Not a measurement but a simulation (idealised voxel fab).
This is a process module. Its name is voxel wiring stack.
The figure presents cross-section cut, which has a width of 245 nm and is divided into square cells with an edge length of 5 nm.
Think of the cross-section as a grid of square cells. We describe it in bands, top to bottom, and each band covers one or more rows of those cells. First you get the band's top height and its bottom height, in nm, and then the materials it's made of, left to right, with each width in nm. If you see a single material with "throughout", that one covers the band edge to edge. "air" is empty space. Height reference: 0 = level under which incoming wafer is all one material. Lowest band: no bottom, runs on downward, e.g. "0 -> down". The two numbers in a width such as "30 to 40" mark its ends across the band: the first belongs to the top row of cells, the second to the bottom row, and from each row to the next the width moves by the same amount. For the purposes of this document, the phrase "nothing got changed" attached to a step denotes that no cell within the cross-section was modified by that step. Sealed void inventory: empty space of 8 cells or more with no open way to the top, each as width x height at its distance from the left edge, in nm. Step line, after settings: the simulator's comment on this step. Regarding "overlay nm": on a step with a mask, it is the distance the mask lay to the right of its planned place; a negative value places it to the left.
## Process steps foreseen in the plan
step 1: RECEIVE (material Si)
step 2: CONFORMAL_DEP (material SiO2; thk nm 10)
step 3: CONFORMAL_DEP (material SiCN; thk nm 5)
step 4: DIRECTIONAL_DEP (material lowk; thk nm 20)
step 5: PATTERN (tone open; mask id METAL_1; material resist; width nm 25; pitch nm 55; thk nm 20; overlay nm 0)
step 6: DIRECTIONAL_ETCH (etch materials lowk; depth nm 20)
step 7: DIRECTIONAL_ETCH (etch materials SiCN; depth nm 5)
step 8: STRIP (etch materials resist)
step 9: CONFORMAL_DEP (material TiN; thk nm 5)
step 10: FILL_DEP (material W; thk nm 10)
step 11: CMP (height nm 35)
step 12: CONFORMAL_DEP (material SiCN; thk nm 5)
step 13: DIRECTIONAL_DEP (material lowk; thk nm 35)
step 14: PATTERN (tone open; mask id METAL_2; material resist; width nm 25; pitch nm 55; thk nm 15; overlay nm 0)
step 15: DIRECTIONAL_ETCH (etch materials lowk; depth nm 20)
step 16: STRIP (etch materials resist)
step 17: PATTERN (tone open; mask id METAL_2_HOLES; material resist; width nm 15; pitch nm 110; thk nm 20; overlay nm 0)
step 18: DIRECTIONAL_ETCH (etch materials lowk; depth nm 15)
step 19: DIRECTIONAL_ETCH (etch materials SiCN; depth nm 5)
step 20: STRIP (etch materials resist)
step 21: CONFORMAL_DEP (material TiN; thk nm 5)
step 22: FILL_DEP (material Cu; thk nm 5)
step 23: CMP (height nm 75)
step 24: CONFORMAL_DEP (material SiN; thk nm 5)
## Cross-section of the wafer as it came to us, i.e., already through step 1
* 0 -> down | Si throughout
* Sealed void inventory: none
## Starting wafer: above. Plan: above. Run: one mistake. Cross-section after the module: below
* 80 -> 75 | SiN throughout
* 75 -> 70 | SiCN 25, TiN 15, SiCN 95, TiN 15, SiCN 95
* 70 -> 35 | lowk throughout
* 35 -> 15 | lowk 25, TiN 5, W 15, TiN 5, lowk 30, TiN 5, W 15, TiN 5, lowk 30, TiN 5, W 15, TiN 5, lowk 30, TiN 5, W 15, TiN 5, lowk 30
* 15 -> 10 | SiCN 25, TiN 25, SiCN 30, TiN 25, SiCN 30, TiN 25, SiCN 30, TiN 25, SiCN 30
* 10 -> 0 | SiO2 throughout
* 0 -> down | Si throughout
* Sealed void inventory: none
Which mistake was made when the wafer was run? the run placed steps 12 and 13 each in the position the plan gave to the other
